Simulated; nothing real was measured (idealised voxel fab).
Name of the process module below: voxel capacitor over wiring
This is section cut - it's 155 nm across, gridded in 5 nm square cells.
Cross-section, as written here: a square-cell grid given band by band from the top down, where a band holds one or more rows of cells. First you get the band's top height and its bottom height, in nm, and then the materials it's made of, left to right, with each width in nm. If you see a single material with "everywhere", that one covers the band edge to edge. "empty" is empty space. Measure heights from 0. That's the level where, below it, the as-received wafer is all one material. The lowest band is bottomless and extends downward; write it as in "0 down". Graded width ("30 to 40"): value in top row of band = first number; value in bottom row = second number; row-to-row change constant. You'll sometimes find "all unchanged" written for a step, and that's the way of saying that nowhere in the cross-section did a cell change during that step. The list in "Sealed void inventory" covers empty spaces of 8 cells or more that cannot reach the top through any open way, and it gives each as width x height at distance; the distance is from the left edge, and width, height and distance are in nm. Post-settings text on a step line: simulator's own remark regarding the step. overlay nm: how far to the right of its planned place the mask lay on this masked step (negative: to the left).

The following list gives the planned process steps:
| 1 | RECEIVE: material Si |
| 2 | CONFORMAL_DEP: material SiO2, thk nm 15 |
| 3 | CONFORMAL_DEP: material SiCN, thk nm 5 |
| 4 | DIRECTIONAL_DEP: material lowk, thk nm 25 |
| 5 | DIRECTIONAL_DEP: material aC, thk nm 10 |
| 6 | PATTERN: tone open, mask id METAL_1, material resist, width nm 20, pitch nm 85, thk nm 30, overlay nm 0 |
| 7 | DIRECTIONAL_ETCH: etch materials aC, depth nm 10 |
| 8 | STRIP: etch materials resist |
| 9 | DIRECTIONAL_ETCH: etch materials lowk, depth nm 25 |
| 10 | DIRECTIONAL_ETCH: etch materials SiCN, depth nm 5 |
| 11 | STRIP: etch materials aC |
| 12 | CONFORMAL_DEP: material TiN, thk nm 5 |
| 13 | FILL_DEP: material Cu, thk nm 5 |
| 14 | CMP: height nm 45 |
| 15 | CONFORMAL_DEP: material SiCN, thk nm 5 |
| 16 | DIRECTIONAL_DEP: material lowk, thk nm 15 |
| 17 | DIRECTIONAL_DEP: material aC, thk nm 10 |
| 18 | PATTERN: tone open, mask id PLUG_1, material resist, width nm 15, thk nm 25, overlay nm 0 |
| 19 | DIRECTIONAL_ETCH: etch materials aC, depth nm 10 |
| 20 | STRIP: etch materials resist |
| 21 | DIRECTIONAL_ETCH: etch materials lowk, depth nm 15 |
| 22 | DIRECTIONAL_ETCH: etch materials SiCN, depth nm 5 |
| 23 | STRIP: etch materials aC |
| 24 | EPI: material Ru, thk nm 10 |
| 25 | EPI: material Ru, thk nm 10 |
| 26 | DIRECTIONAL_DEP: material TiN, thk nm 5 |
| 27 | DIRECTIONAL_DEP: material HfO2, thk nm 5 |
| 28 | DIRECTIONAL_DEP: material TiN, thk nm 10 |
| 29 | MASKED_ETCH: tone cover, mask id UPPER_PLATE, width nm 70, etch materials TiN, depth nm 10, overlay nm 0 |
| 30 | MASKED_ETCH: tone cover, mask id UPPER_PLATE, width nm 70, etch materials HfO2, depth nm 5, overlay nm 0 |
| 31 | PATTERN: tone cover, mask id LOWER_PLATE, material resist, width nm 80, thk nm 15, overlay nm 0 |
| 32 | DIRECTIONAL_ETCH: etch materials TiN, depth nm 5 |
| 33 | STRIP: etch materials resist |
| 34 | FILL_DEP: material SiO2, thk nm 15 |
| 35 | CMP: height nm 95 |
| 36 | DIRECTIONAL_DEP: material aC, thk nm 10 |
| 37 | PATTERN: tone open, mask id PLUG_2, material resist, width nm 15, thk nm 30, overlay nm 0 |
| 38 | DIRECTIONAL_ETCH: etch materials aC, depth nm 10 |
| 39 | STRIP: etch materials resist |
| 40 | DIRECTIONAL_ETCH: etch materials SiO2, depth nm 10 |
| 41 | STRIP: etch materials aC |
| 42 | CONFORMAL_DEP: material TiN, thk nm 5 |
| 43 | FILL_DEP: material W, thk nm 10 |
| 44 | CMP: height nm 95 |
| 45 | CONFORMAL_DEP: material SiCN, thk nm 5 |

First out of two wafers; run went to plan:

Cross-sectional view of the wafer in its as-received condition, corresponding to the state after step 1:
* 0 down  Si everywhere
* Sealed void inventory: none

Cross-section of the wafer after step 2:
* 15 to 0  SiO2 everywhere
* Everything under 0 stays put, no change at all.

Cross-section of the wafer after step 3:
* 20 to 15  SiCN everywhere
* Everything under 15 stays put, no change at all.

Cross-section of the wafer after step 4:
* 45 to 20  lowk everywhere
* Everything under 20 stays put, no change at all.

Cross-section of the wafer after step 5:
* 55 to 45  aC everywhere
* Everything under 45 stays put, no change at all.

Cross-section of the wafer after step 6:
* 85 to 55  resist (25) | empty (20) | resist (65) | empty (20) | resist (25)
* Everything under 55 stays put, no change at all.

Cross-section of the wafer after step 7:
* 75 to 55  resist (25) | empty (20) | resist (65) | empty (20) | resist (25)
* 55 to 45  aC (25) | empty (20) | aC (65) | empty (20) | aC (25)
* Everything under 45 stays put, no change at all.

Cross-section of the wafer after step 8:
* 55 to 45  aC (25) | empty (20) | aC (65) | empty (20) | aC (25)
* Everything under 45 stays put, no change at all.

Cross-section of the wafer after step 9:
* 55 to 45  aC (25) | empty (20) | aC (65) | empty (20) | aC (25)
* 45 to 20  lowk (25) | empty (20) | lowk (65) | empty (20) | lowk (25)
* Everything under 20 stays put, no change at all.

Cross-section of the wafer after step 10:
* 55 to 45  aC (25) | empty (20) | aC (65) | empty (20) | aC (25)
* 45 to 20  lowk (25) | empty (20) | lowk (65) | empty (20) | lowk (25)
* 20 to 15  SiCN (25) | empty (20) | SiCN (65) | empty (20) | SiCN (25)
* Everything under 15 stays put, no change at all.

Cross-section of the wafer after step 11:
* 45 to 20  lowk (25) | empty (20) | lowk (65) | empty (20) | lowk (25)
* Everything under 20 stays put, no change at all.

Cross-section of the wafer after step 12:
* 50 to 45  TiN (30) | empty (10) | TiN (75) | empty (10) | TiN (30)
* 45 to 20  lowk (25) | TiN (5) | empty (10) | TiN (5) | lowk (65) | TiN (5) | empty (10) | TiN (5) | lowk (25)
* 20 to 15  SiCN (25) | TiN (20) | SiCN (65) | TiN (20) | SiCN (25)
* Everything under 15 stays put, no change at all.

Cross-section of the wafer after step 13:
* 55 to 50  Cu everywhere
* 50 to 45  TiN (30) | Cu (10) | TiN (75) | Cu (10) | TiN (30)
* 45 to 20  lowk (25) | TiN (5) | Cu (10) | TiN (5) | lowk (65) | TiN (5) | Cu (10) | TiN (5) | lowk (25)
* Everything under 20 stays put, no change at all.

Cross-section of the wafer after step 14:
* 45 to 20  lowk (25) | TiN (5) | Cu (10) | TiN (5) | lowk (65) | TiN (5) | Cu (10) | TiN (5) | lowk (25)
* Everything under 20 stays put, no change at all.

Cross-section of the wafer after step 15:
* 50 to 45  SiCN everywhere
* Everything under 45 stays put, no change at all.

Cross-section of the wafer after step 16:
* 65 to 50  lowk everywhere
* Everything under 50 stays put, no change at all.

Cross-section of the wafer after step 17:
* 75 to 65  aC everywhere
* Everything under 65 stays put, no change at all.

Cross-section of the wafer after step 18:
* 100 to 75  resist (30) | empty (15) | resist (110)
* Everything under 75 stays put, no change at all.

Cross-section of the wafer after step 19:
* 90 to 75  resist (30) | empty (15) | resist (110)
* 75 to 65  aC (30) | empty (15) | aC (110)
* Everything under 65 stays put, no change at all.

Cross-section of the wafer after step 20:
* 75 to 65  aC (30) | empty (15) | aC (110)
* Everything under 65 stays put, no change at all.

Cross-section of the wafer after step 21:
* 75 to 65  aC (30) | empty (15) | aC (110)
* 65 to 50  lowk (30) | empty (15) | lowk (110)
* Everything under 50 stays put, no change at all.

Cross-section of the wafer after step 22:
* 75 to 65  aC (30) | empty (15) | aC (110)
* 65 to 50  lowk (30) | empty (15) | lowk (110)
* 50 to 45  SiCN (30) | empty (15) | SiCN (110)
* Everything under 45 stays put, no change at all.

Cross-section of the wafer after step 23:
* 65 to 50  lowk (30) | empty (15) | lowk (110)
* Everything under 50 stays put, no change at all.

Cross-section of the wafer after step 24:
* 65 to 55  lowk (30) | empty (15) | lowk (110)
* 55 to 50  lowk (30) | Ru (15) | lowk (110)
* 50 to 45  SiCN (30) | Ru (15) | SiCN (110)
* Everything under 45 stays put, no change at all.

Cross-section of the wafer after step 25:
* 65 to 50  lowk (30) | Ru (15) | lowk (110)
* Everything under 50 stays put, no change at all.

Cross-section of the wafer after step 26:
* 70 to 65  TiN everywhere
* Everything under 65 stays put, no change at all.

Cross-section of the wafer after step 27:
* 75 to 70  HfO2 everywhere
* Everything under 70 stays put, no change at all.

Cross-section of the wafer after step 28:
* 85 to 75  TiN everywhere
* Everything under 75 stays put, no change at all.

Cross-section of the wafer after step 29:
* 85 to 75  empty (30) | TiN (70) | empty (55)
* Everything under 75 stays put, no change at all.

Cross-section of the wafer after step 30:
* 85 to 75  empty (30) | TiN (70) | empty (55)
* 75 to 70  empty (30) | HfO2 (70) | empty (55)
* Everything under 70 stays put, no change at all.

Cross-section of the wafer after step 31:
* 100 to 85  empty (25) | resist (80) | empty (50)
* 85 to 75  empty (25) | resist (5) | TiN (70) | resist (5) | empty (50)
* 75 to 70  empty (25) | resist (5) | HfO2 (70) | resist (5) | empty (50)
* Everything under 70 stays put, no change at all.

Cross-section of the wafer after step 32:
* 100 to 85  empty (25) | resist (80) | empty (50)
* 85 to 75  empty (25) | resist (5) | TiN (70) | resist (5) | empty (50)
* 75 to 70  empty (25) | resist (5) | HfO2 (70) | resist (5) | empty (50)
* 70 to 65  empty (25) | TiN (80) | empty (50)
* Everything under 65 stays put, no change at all.

Cross-section of the wafer after step 33:
* 85 to 75  empty (30) | TiN (70) | empty (55)
* 75 to 70  empty (30) | HfO2 (70) | empty (55)
* Everything under 70 stays put, no change at all.

Cross-section of the wafer after step 34:
* 100 to 85  SiO2 everywhere
* 85 to 75  SiO2 (30) | TiN (70) | SiO2 (55)
* 75 to 70  SiO2 (30) | HfO2 (70) | SiO2 (55)
* 70 to 65  SiO2 (25) | TiN (80) | SiO2 (50)
* Everything under 65 stays put, no change at all.

Cross-section of the wafer after step 35:
* 95 to 85  SiO2 everywhere
* Everything under 85 stays put, no change at all.

Cross-section of the wafer after step 36:
* 105 to 95  aC everywhere
* Everything under 95 stays put, no change at all.

Cross-section of the wafer after step 37:
* 135 to 105  resist (40) | empty (15) | resist (100)
* Everything under 105 stays put, no change at all.

Cross-section of the wafer after step 38:
* 125 to 105  resist (40) | empty (15) | resist (100)
* 105 to 95  aC (40) | empty (15) | aC (100)
* Everything under 95 stays put, no change at all.

Cross-section of the wafer after step 39:
* 105 to 95  aC (40) | empty (15) | aC (100)
* Everything under 95 stays put, no change at all.

Cross-section of the wafer after step 40:
* 105 to 95  aC (40) | empty (15) | aC (100)
* 95 to 85  SiO2 (40) | empty (15) | SiO2 (100)
* Everything under 85 stays put, no change at all.

Cross-section of the wafer after step 41:
* 95 to 85  SiO2 (40) | empty (15) | SiO2 (100)
* Everything under 85 stays put, no change at all.

Cross-section of the wafer after step 42:
* 100 to 95  TiN (45) | empty (5) | TiN (105)
* 95 to 90  SiO2 (40) | TiN (5) | empty (5) | TiN (5) | SiO2 (100)
* 90 to 85  SiO2 (40) | TiN (15) | SiO2 (100)
* Everything under 85 stays put, no change at all.

Cross-section of the wafer after step 43:
* 110 to 100  W everywhere
* 100 to 95  TiN (45) | W (5) | TiN (105)
* 95 to 90  SiO2 (40) | TiN (5) | W (5) | TiN (5) | SiO2 (100)
* Everything under 90 stays put, no change at all.

Cross-section of the wafer after step 44:
* 95 to 90  SiO2 (40) | TiN (5) | W (5) | TiN (5) | SiO2 (100)
* Everything under 90 stays put, no change at all.

Cross-section of the wafer after step 45:
* 100 to 95  SiCN everywhere
* Everything under 95 stays put, no change at all.

Second wafer: like start, like plan, one mistake. Through step 17 it matches the first wafer:

Here is the second wafer in cross-section at the point where step 18 of the plan should have been done:
* 100 to 75  resist (25) | empty (25) | resist (105)
* Everything under 75 stays put, no change at all.

Here is the second wafer in cross-section at the point where step 19 of the plan should have been done:
* 90 to 75  resist (25) | empty (25) | resist (105)
* 75 to 65  aC (25) | empty (25) | aC (105)
* Everything under 65 stays put, no change at all.

Here is the second wafer in cross-section at the point where step 20 of the plan should have been done:
* 75 to 65  aC (25) | empty (25) | aC (105)
* Everything under 65 stays put, no change at all.

Here is the second wafer in cross-section at the point where step 21 of the plan should have been done:
* 75 to 65  aC (25) | empty (25) | aC (105)
* 65 to 50  lowk (25) | empty (25) | lowk (105)
* Everything under 50 stays put, no change at all.

Here is the second wafer in cross-section at the point where step 22 of the plan should have been done:
* 75 to 65  aC (25) | empty (25) | aC (105)
* 65 to 50  lowk (25) | empty (25) | lowk (105)
* 50 to 45  SiCN (25) | empty (25) | SiCN (105)
* Everything under 45 stays put, no change at all.

Here is the second wafer in cross-section at the point where step 23 of the plan should have been done:
* 65 to 50  lowk (25) | empty (25) | lowk (105)
* Everything under 50 stays put, no change at all.

Here is the second wafer in cross-section at the point where step 24 of the plan should have been done:
* 65 to 55  lowk (25) | empty (25) | lowk (105)
* 55 to 50  lowk (25) | Ru (25) | lowk (105)
* 50 to 45  SiCN (25) | Ru (25) | SiCN (105)
* Everything under 45 stays put, no change at all.

Here is the second wafer in cross-section at the point where step 25 of the plan should have been done:
* 65 to 50  lowk (25) | Ru (25) | lowk (105)
* Everything under 50 stays put, no change at all.

Here is the second wafer in cross-section at the point where step 26 of the plan should have been done:
* 70 to 65  TiN everywhere
* Everything under 65 stays put, no change at all.

Here is the second wafer in cross-section at the point where step 27 of the plan should have been done:
* 75 to 70  HfO2 everywhere
* Everything under 70 stays put, no change at all.

Here is the second wafer in cross-section at the point where step 28 of the plan should have been done:
* 85 to 75  TiN everywhere
* Everything under 75 stays put, no change at all.

Here is the second wafer in cross-section at the point where step 29 of the plan should have been done:
* 85 to 75  empty (30) | TiN (70) | empty (55)
* Everything under 75 stays put, no change at all.

Here is the second wafer in cross-section at the point where step 30 of the plan should have been done:
* 85 to 75  empty (30) | TiN (70) | empty (55)
* 75 to 70  empty (30) | HfO2 (70) | empty (55)
* Everything under 70 stays put, no change at all.

Here is the second wafer in cross-section at the point where step 31 of the plan should have been done:
* 100 to 85  empty (25) | resist (80) | empty (50)
* 85 to 75  empty (25) | resist (5) | TiN (70) | resist (5) | empty (50)
* 75 to 70  empty (25) | resist (5) | HfO2 (70) | resist (5) | empty (50)
* Everything under 70 stays put, no change at all.

Here is the second wafer in cross-section at the point where step 32 of the plan should have been done:
* 100 to 85  empty (25) | resist (80) | empty (50)
* 85 to 75  empty (25) | resist (5) | TiN (70) | resist (5) | empty (50)
* 75 to 70  empty (25) | resist (5) | HfO2 (70) | resist (5) | empty (50)
* 70 to 65  empty (25) | TiN (80) | empty (50)
* Everything under 65 stays put, no change at all.

Here is the second wafer in cross-section at the point where step 33 of the plan should have been done:
* 85 to 75  empty (30) | TiN (70) | empty (55)
* 75 to 70  empty (30) | HfO2 (70) | empty (55)
* Everything under 70 stays put, no change at all.

Here is the second wafer in cross-section at the point where step 34 of the plan should have been done:
* 100 to 85  SiO2 everywhere
* 85 to 75  SiO2 (30) | TiN (70) | SiO2 (55)
* 75 to 70  SiO2 (30) | HfO2 (70) | SiO2 (55)
* 70 to 65  SiO2 (25) | TiN (80) | SiO2 (50)
* Everything under 65 stays put, no change at all.

Here is the second wafer in cross-section at the point where step 35 of the plan should have been done:
* 95 to 85  SiO2 everywhere
* Everything under 85 stays put, no change at all.

Here is the second wafer in cross-section at the point where step 36 of the plan should have been done:
* 105 to 95  aC everywhere
* Everything under 95 stays put, no change at all.

Here is the second wafer in cross-section at the point where step 37 of the plan should have been done:
* 135 to 105  resist (40) | empty (15) | resist (100)
* Everything under 105 stays put, no change at all.

Here is the second wafer in cross-section at the point where step 38 of the plan should have been done:
* 125 to 105  resist (40) | empty (15) | resist (100)
* 105 to 95  aC (40) | empty (15) | aC (100)
* Everything under 95 stays put, no change at all.

Here is the second wafer in cross-section at the point where step 39 of the plan should have been done:
* 105 to 95  aC (40) | empty (15) | aC (100)
* Everything under 95 stays put, no change at all.

Here is the second wafer in cross-section at the point where step 40 of the plan should have been done:
* 105 to 95  aC (40) | empty (15) | aC (100)
* 95 to 85  SiO2 (40) | empty (15) | SiO2 (100)
* Everything under 85 stays put, no change at all.

Here is the second wafer in cross-section at the point where step 41 of the plan should have been done:
* 95 to 85  SiO2 (40) | empty (15) | SiO2 (100)
* Everything under 85 stays put, no change at all.

Here is the second wafer in cross-section at the point where step 42 of the plan should have been done:
* 100 to 95  TiN (45) | empty (5) | TiN (105)
* 95 to 90  SiO2 (40) | TiN (5) | empty (5) | TiN (5) | SiO2 (100)
* 90 to 85  SiO2 (40) | TiN (15) | SiO2 (100)
* Everything under 85 stays put, no change at all.

Here is the second wafer in cross-section at the point where step 43 of the plan should have been done:
* 110 to 100  W everywhere
* 100 to 95  TiN (45) | W (5) | TiN (105)
* 95 to 90  SiO2 (40) | TiN (5) | W (5) | TiN (5) | SiO2 (100)
* Everything under 90 stays put, no change at all.

Here is the second wafer in cross-section at the point where step 44 of the plan should have been done:
* 95 to 90  SiO2 (40) | TiN (5) | W (5) | TiN (5) | SiO2 (100)
* Everything under 90 stays put, no change at all.

Here is the second wafer in cross-section at the point where step 45 of the plan should have been done:
* 100 to 95  SiCN everywhere
* Everything under 95 stays put, no change at all.
What broke from the plan during processing? the process deviated at step 18: the operation and settings actually run there were PATTERN: tone open, mask id PLUG_1, material resist, width nm 25, thk nm 25, overlay nm 0
The final cell counts differ between the wafers, with the second having more or fewer of some materials than the first: Ru +8 | SiCN -2 | lowk -6
